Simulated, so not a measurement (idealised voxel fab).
Module name: voxel released beams (process module)
Square cells of 5 nm make up the cross-section cut, whose width is 170 nm.
When this document writes out a cross-section, it uses a grid of square cells and lists it as bands, beginning at the top and moving down, with a band standing for one or more rows of cells.
First you get the band's top height and its bottom height, in nm, and then the materials it's made of, left to right, with each width in nm. If you see a single material with "full width", that one covers the band edge to edge. "empty" is empty space.
Beneath 0, the wafer as received is one material, and that level is where height counting begins. The lowest band goes on downward without a bottom; it is written like "top 0, no bottom".
Note: "30..40" means the width goes from the first number (top row of the band) to the second number (bottom row) in equal steps per row of cells.
Any step labelled "nothing different" changed none of the cells in the cross-section.
"Closed empty spaces" - sealed voids, min. 8 cells, no opening to top; format: width x height at distance (distance from left edge; nm throughout).
The remark found on a step's line after its settings is issued by the simulator itself and pertains to that step.
Each step line may optionally specify "overlay nm", which for a step with a mask gives the rightward distance between the mask's planned place and where it lay, a negative value indicating the leftward direction.
[The planned process steps are enumerated hereunder]
1,RECEIVE: material Si
2,CONFORMAL_DEP: material SiN, thk nm 10
3,DIRECTIONAL_DEP: material SiO2, thk nm 10
4,MASKED_ETCH: tone open, mask id ANCHOR, width nm 45, etch materials SiO2, depth nm 10, overlay nm 0
5,CONFORMAL_DEP: material W, thk nm 15
6,MASKED_ETCH: tone cover, mask id BEAM, width nm 105, etch materials W, depth nm 15, overlay nm -15
7,STRIP: etch materials SiO2
Quick note for whoever runs this: the wafers start identical, but the overlay nm at step 6 isn't the same across them. The plan just shows what the first wafer had.
[Incoming state of the first of several wafers in cross-section: after step 1]
- top 0, no bottom = Si full width
- Closed empty spaces: none
[Where each wafer stands at the end of the module, a row apiece: cells of each material gained (+) or lost (-) since it was received, then closed voids]
overlay nm -15, +68 SiN, +75 W, Closed empty spaces: none
overlay nm -10, +68 SiN, +75 W, Closed empty spaces: none
overlay nm -5, +68 SiN, +75 W, Closed empty spaces: none
overlay nm 0, +68 SiN, +75 W, Closed empty spaces: none
overlay nm 5, +68 SiN, +75 W, Closed empty spaces: none
overlay nm 10, +68 SiN, +75 W, Closed empty spaces: none
overlay nm 15, +68 SiN, +75 W, Closed empty spaces: none
